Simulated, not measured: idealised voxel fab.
The document below concerns the process module designated voxel ribs on slabs.
It is cross-section cut that appears here, measuring 250 nm in width, its square cells being 5 nm in size.
Reading order for cross-sections: top band down to bottom band. Underlying form: a grid of square cells. Band size: one or more rows of cells. Heights first: top, then bottom, in nm. Then materials, left to right, each with a width in nm. "edge to edge" on a single material: fills the band edge to edge. "air": empty space. Beneath 0, the wafer as received is one material, and that level is where height counting begins. The lowest band goes on downward without a bottom; it is written like "0..down". The notation "30..40" denotes a width that varies across the rows of cells in the band, beginning at the first number in the top row, finishing at the second number in the bottom row, and changing by an identical amount from each row to the next. Where a step carries "remained the same", the cross-section came out of it unchanged, cell for cell. Entry "Closed cavity list". Content: empty spaces with no open connection to the top, size 8 cells or greater. Each: width x height at distance. Distance: from left edge. Unit: nm. Formally, on a step line, whatever follows the settings is a remark that the simulator itself makes on the step. overlay nm: for a step with a mask, the amount by which the mask lay right of where it was planned; a negative amount means left of it.

[The steps planned for the process are as follows]
1 RECEIVE, material Si
2 DIRECTIONAL_DEP, material SiO2, thk nm 25
3 DIRECTIONAL_DEP, material polySi, thk nm 15
4 DIRECTIONAL_DEP, material aC, thk nm 15
5 PATTERN, tone cover, mask id RIB, material resist, width nm 20, thk nm 35, overlay nm 0
6 DIRECTIONAL_ETCH, etch materials aC, depth nm 15
7 STRIP, etch materials resist
8 DIRECTIONAL_ETCH, etch materials polySi, depth nm 10
9 STRIP, etch materials aC
10 PATTERN, tone cover, mask id SLAB, material resist, width nm 50, thk nm 15, overlay nm 0
11 DIRECTIONAL_ETCH, etch materials polySi, depth nm 5
12 STRIP, etch materials resist
13 FILL_DEP, material SiO2, thk nm 30
14 CMP, height nm 60
15 DIRECTIONAL_DEP, material W, thk nm 5
16 PATTERN, tone cover, mask id HEATER, material resist, width nm 30, thk nm 20, overlay nm 0
17 DIRECTIONAL_ETCH, etch materials W, depth nm 5
18 STRIP, etch materials resist
19 CONFORMAL_DEP, material SiN, thk nm 5

[Cross-section, incoming material, after step 1]
- 0..down | Si edge to edge
- Closed cavity list: none

[As-planned run: cross-section of the first of two wafers at end of module]
- 70..65 | air=105 | SiN=40 | air=105
- 65..60 | SiN=110 | W=30 | SiN=110
- 60..40 | SiO2 edge to edge
- 40..30 | SiO2=115 | polySi=20 | SiO2=115
- 30..25 | SiO2=100 | polySi=50 | SiO2=100
- 25..0 | SiO2 edge to edge
- 0..down | Si edge to edge
- Closed cavity list: none

[Cross-sectional image of the second wafer of the two following completion of the module. Starting state and process plan were the same as for the first wafer; one execution error occurred]
- 70..65 | air=105 | SiN=40 | air=105
- 65..60 | SiN=110 | W=30 | SiN=110
- 60..55 | SiO2 edge to edge
- 55..45 | SiO2=115 | polySi=20 | SiO2=115
- 45..40 | SiO2=100 | polySi=50 | SiO2=100
- 40..25 | polySi edge to edge
- 25..0 | SiO2 edge to edge
- 0..down | Si edge to edge
- Closed cavity list: none
Heads up, the wafer didn't run the way we planned it: twice over, step 3 of the plan was run
The second wafer ends with more or fewer cells of some materials than the first, per final count: SiO2: 150 fewer | polySi: 150 more
